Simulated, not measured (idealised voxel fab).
The following is a process module called voxel self aligned vias.
For reference, the cross-section in this document is cut, with width 275 nm and square cells of 5 nm.
Throughout this document, each cross-section is represented as a grid of square cells and is presented as a sequence of bands enumerated from the top downward, where a band comprises one or more rows of cells. Top height, bottom height, nm. Materials left to right, width each, nm. Single material + "all across" = fills band edge to edge. "empty" = empty. The level at which height equals 0 is the one under which the wafer, as it arrives, is entirely one material. No lower edge exists for the bottom band, which continues downward and is notated as in "0..down". Quick explanation for "30->40": the width changes in equal steps down the rows of cells, from the first number in the band's top row to the second number in its bottom row. When a step is marked "changes: none", none of the cells in the cross-section changed during that step. Any empty space of 8 cells or more lacking an open way to the top shows up in "Sealed void list" as width x height at distance, distance from the left edge, in nm. Text after the settings on a step's line: the simulator's own remark on that step. overlay nm: mask right of planned place by this much (step with mask). Neg. = left.

## The process steps that were planned are listed below
1) RECEIVE with material Si
2) CONFORMAL_DEP with material SiO2, thk nm 15
3) CONFORMAL_DEP with material SiCN, thk nm 5
4) DIRECTIONAL_DEP with material lowk, thk nm 30
5) DIRECTIONAL_DEP with material aC, thk nm 15
6) PATTERN with tone open, mask id LINES, material resist, width nm 20, pitch nm 60, thk nm 35, overlay nm -15
7) DIRECTIONAL_ETCH with etch materials aC, depth nm 15
8) STRIP with etch materials resist
9) DIRECTIONAL_ETCH with etch materials lowk, depth nm 30
10) STRIP with etch materials aC
11) CONFORMAL_DEP with material TiN, thk nm 5
12) FILL_DEP with material W, thk nm 10
13) CMP with height nm 50
14) SELECTIVE_ETCH with etch materials W Ru TiN, depth nm 5
15) FILL_DEP with material SiN, thk nm 5
16) CMP with height nm 50
17) DIRECTIONAL_DEP with material lowk, thk nm 20
18) MASKED_ETCH with tone open, mask id VIAS, width nm 30, pitch nm 60, etch materials lowk, depth nm 20, overlay nm 0
19) MASKED_ETCH with tone open, mask id VIAS, width nm 30, pitch nm 60, etch materials SiN, depth nm 5, overlay nm 0
20) CONFORMAL_DEP with material TiN, thk nm 5
21) FILL_DEP with material Cu, thk nm 10
22) CMP with height nm 70
23) CONFORMAL_DEP with material SiN, thk nm 5
All wafers enter the flow in the same state. The overlay nm at step 6 differs from wafer to wafer, and the plan gives the value for the first wafer.

## Cut through the first of several wafers as received, post step 1
* 0..down: Si all across
* Sealed void list: none

## wafer rows; end of module; cells per material since receipt: (+) gained, (-) lost; then closed voids
overlay nm -15 | +36 Cu | +55 SiCN | +61 SiN | +165 SiO2 | +78 TiN | +24 W | +406 lowk | Sealed void list: none
overlay nm -10 | +39 Cu | +55 SiCN | +58 SiN | +165 SiO2 | +78 TiN | +24 W | +406 lowk | Sealed void list: none
overlay nm -5 | +42 Cu | +55 SiCN | +55 SiN | +165 SiO2 | +78 TiN | +24 W | +406 lowk | Sealed void list: none
overlay nm 0 | +42 Cu | +55 SiCN | +55 SiN | +165 SiO2 | +78 TiN | +24 W | +406 lowk | Sealed void list: none
overlay nm 5 | +42 Cu | +55 SiCN | +55 SiN | +165 SiO2 | +78 TiN | +24 W | +406 lowk | Sealed void list: none
overlay nm 10 | +39 Cu | +55 SiCN | +58 SiN | +165 SiO2 | +78 TiN | +24 W | +406 lowk | Sealed void list: none
overlay nm 15 | +36 Cu | +55 SiCN | +61 SiN | +165 SiO2 | +78 TiN | +24 W | +406 lowk | Sealed void list: none
